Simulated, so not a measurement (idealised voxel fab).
The process module presented herein is designated voxel spacer lines.
Section shown: cut. Width: 200 nm. Cell size: 5 nm, square.
A cross-section is written here as square cells arranged in a grid, and it is given in bands from the top down, each band taking up one or more rows of cells.
First you get the band's top height and its bottom height, in nm, and then the materials it's made of, left to right, with each width in nm. If you see a single material with "everywhere", that one covers the band edge to edge. "empty" is empty space.
Height 0 is the level under which the wafer as received is all one material. The lowest band goes on downwards, as in "0 nm and below".
A two-number width, for instance "30 to 40", indicates that the width is equal to the first number in the top row of the band and to the second number in the bottom row, and that it changes by a constant amount per row of cells.
Where a step carries "everything unchanged", the cross-section came out of it unchanged, cell for cell.
Look at "Enclosed void catalog" for the closed voids: empty spaces with no open path to the top, sized 8 cells or up. Each is width x height at distance, distance from the left edge, all nm.
If you see something after the settings on a step's line, that's the simulator's own remark about that step.
"overlay nm" denotes, for a step that has a mask, the displacement of the mask to the right of its planned place, with negative values corresponding to the left.
# Process steps - plan
1 RECEIVE, material Si
2 CONFORMAL_DEP, material Al2O3, thk nm 10
3 DIRECTIONAL_DEP, material W, thk nm 20
4 DIRECTIONAL_DEP, material aC, thk nm 20
5 PATTERN, tone cover, mask id MANDREL, material resist, width nm 20, pitch nm 60, thk nm 25, overlay nm 0
6 DIRECTIONAL_ETCH, etch materials aC, depth nm 20
7 STRIP, etch materials resist
8 CONFORMAL_DEP, material SiN, thk nm 10
9 DIRECTIONAL_ETCH, etch materials SiN, depth nm 10
10 STRIP, etch materials aC
11 DIRECTIONAL_ETCH, etch materials W, depth nm 20
12 STRIP, etch materials SiN
# First of two wafers - as planned
# Cross-section of the wafer upon arrival, representing the state reached after step 1
0 nm and below  Si everywhere
Enclosed void catalog: none
# Once step 2 is through, the wafer looks like this in cross-section
10 nm to 0 nm  Al2O3 everywhere
Below 0 it's all the same as before, nothing changed down there.
# Once step 3 is through, the wafer looks like this in cross-section
30 nm to 10 nm  W everywhere
Below 10 it's all the same as before, nothing changed down there.
# Once step 4 is through, the wafer looks like this in cross-section
50 nm to 30 nm  aC everywhere
Below 30 it's all the same as before, nothing changed down there.
# Once step 5 is through, the wafer looks like this in cross-section
75 nm to 50 nm  empty (30); resist (20); empty (40); resist (20); empty (40); resist (20); empty (30)
Below 50 it's all the same as before, nothing changed down there.
# Once step 6 is through, the wafer looks like this in cross-section
55 nm to 50 nm  empty (30); resist (20); empty (40); resist (20); empty (40); resist (20); empty (30)
50 nm to 30 nm  empty (30); aC (20); empty (40); aC (20); empty (40); aC (20); empty (30)
Below 30 it's all the same as before, nothing changed down there.
# Once step 7 is through, the wafer looks like this in cross-section
50 nm to 30 nm  empty (30); aC (20); empty (40); aC (20); empty (40); aC (20); empty (30)
Below 30 it's all the same as before, nothing changed down there.
# Once step 8 is through, the wafer looks like this in cross-section
60 nm to 50 nm  empty (20); SiN (40); empty (20); SiN (40); empty (20); SiN (40); empty (20)
50 nm to 40 nm  empty (20); SiN (10); aC (20); SiN (10); empty (20); SiN (10); aC (20); SiN (10); empty (20); SiN (10); aC (20); SiN (10); empty (20)
40 nm to 30 nm  SiN (30); aC (20); SiN (40); aC (20); SiN (40); aC (20); SiN (30)
Below 30 it's all the same as before, nothing changed down there.
# Once step 9 is through, the wafer looks like this in cross-section
50 nm to 30 nm  empty (20); SiN (10); aC (20); SiN (10); empty (20); SiN (10); aC (20); SiN (10); empty (20); SiN (10); aC (20); SiN (10); empty (20)
Below 30 it's all the same as before, nothing changed down there.
# Once step 10 is through, the wafer looks like this in cross-section
50 nm to 30 nm  empty (20); SiN (10); empty (20); SiN (10); empty (20); SiN (10); empty (20); SiN (10); empty (20); SiN (10); empty (20); SiN (10); empty (20)
Below 30 it's all the same as before, nothing changed down there.
# Once step 11 is through, the wafer looks like this in cross-section
50 nm to 30 nm  empty (20); SiN (10); empty (20); SiN (10); empty (20); SiN (10); empty (20); SiN (10); empty (20); SiN (10); empty (20); SiN (10); empty (20)
30 nm to 10 nm  empty (20); W (10); empty (20); W (10); empty (20); W (10); empty (20); W (10); empty (20); W (10); empty (20); W (10); empty (20)
Below 10 it's all the same as before, nothing changed down there.
# Once step 12 is through, the wafer looks like this in cross-section
30 nm to 10 nm  empty (20); W (10); empty (20); W (10); empty (20); W (10); empty (20); W (10); empty (20); W (10); empty (20); W (10); empty (20)
Below 10 it's all the same as before, nothing changed down there.
# second wafer: like start, like plan, one mistake. Through step 4 it matches the first wafer
# Cross-section, second wafer, at the end time the plan gives for step 5
75 nm to 50 nm  empty (25); resist (30); empty (30); resist (30); empty (30); resist (30); empty (25)
Below 50 it's all the same as before, nothing changed down there.
# Cross-section, second wafer, at the end time the plan gives for step 6
55 nm to 50 nm  empty (25); resist (30); empty (30); resist (30); empty (30); resist (30); empty (25)
50 nm to 30 nm  empty (25); aC (30); empty (30); aC (30); empty (30); aC (30); empty (25)
Below 30 it's all the same as before, nothing changed down there.
# Cross-section, second wafer, at the end time the plan gives for step 7
50 nm to 30 nm  empty (25); aC (30); empty (30); aC (30); empty (30); aC (30); empty (25)
Below 30 it's all the same as before, nothing changed down there.
# Cross-section, second wafer, at the end time the plan gives for step 8
60 nm to 50 nm  empty (15); SiN (50); empty (10); SiN (50); empty (10); SiN (50); empty (15)
50 nm to 40 nm  empty (15); SiN (10); aC (30); SiN (10); empty (10); SiN (10); aC (30); SiN (10); empty (10); SiN (10); aC (30); SiN (10); empty (15)
40 nm to 30 nm  SiN (25); aC (30); SiN (30); aC (30); SiN (30); aC (30); SiN (25)
Below 30 it's all the same as before, nothing changed down there.
# Cross-section, second wafer, at the end time the plan gives for step 9
50 nm to 30 nm  empty (15); SiN (10); aC (30); SiN (10); empty (10); SiN (10); aC (30); SiN (10); empty (10); SiN (10); aC (30); SiN (10); empty (15)
Below 30 it's all the same as before, nothing changed down there.
# Cross-section, second wafer, at the end time the plan gives for step 10
50 nm to 30 nm  empty (15); SiN (10); empty (30); SiN (10); empty (10); SiN (10); empty (30); SiN (10); empty (10); SiN (10); empty (30); SiN (10); empty (15)
Below 30 it's all the same as before, nothing changed down there.
# Cross-section, second wafer, at the end time the plan gives for step 11
50 nm to 30 nm  empty (15); SiN (10); empty (30); SiN (10); empty (10); SiN (10); empty (30); SiN (10); empty (10); SiN (10); empty (30); SiN (10); empty (15)
30 nm to 10 nm  empty (15); W (10); empty (30); W (10); empty (10); W (10); empty (30); W (10); empty (10); W (10); empty (30); W (10); empty (15)
Below 10 it's all the same as before, nothing changed down there.
# Cross-section, second wafer, at the end time the plan gives for step 12
30 nm to 10 nm  empty (15); W (10); empty (30); W (10); empty (10); W (10); empty (30); W (10); empty (10); W (10); empty (30); W (10); empty (15)
Below 10 it's all the same as before, nothing changed down there.
Deviation noted in wafer processing: step 5 went in with a setting other than planned; the actual run was PATTERN, tone cover, mask id MANDREL, material resist, width nm 30, pitch nm 60, thk nm 25, overlay nm 0
At the close, every material occupies the same number of cells on the second wafer as on the first, only in different positions.
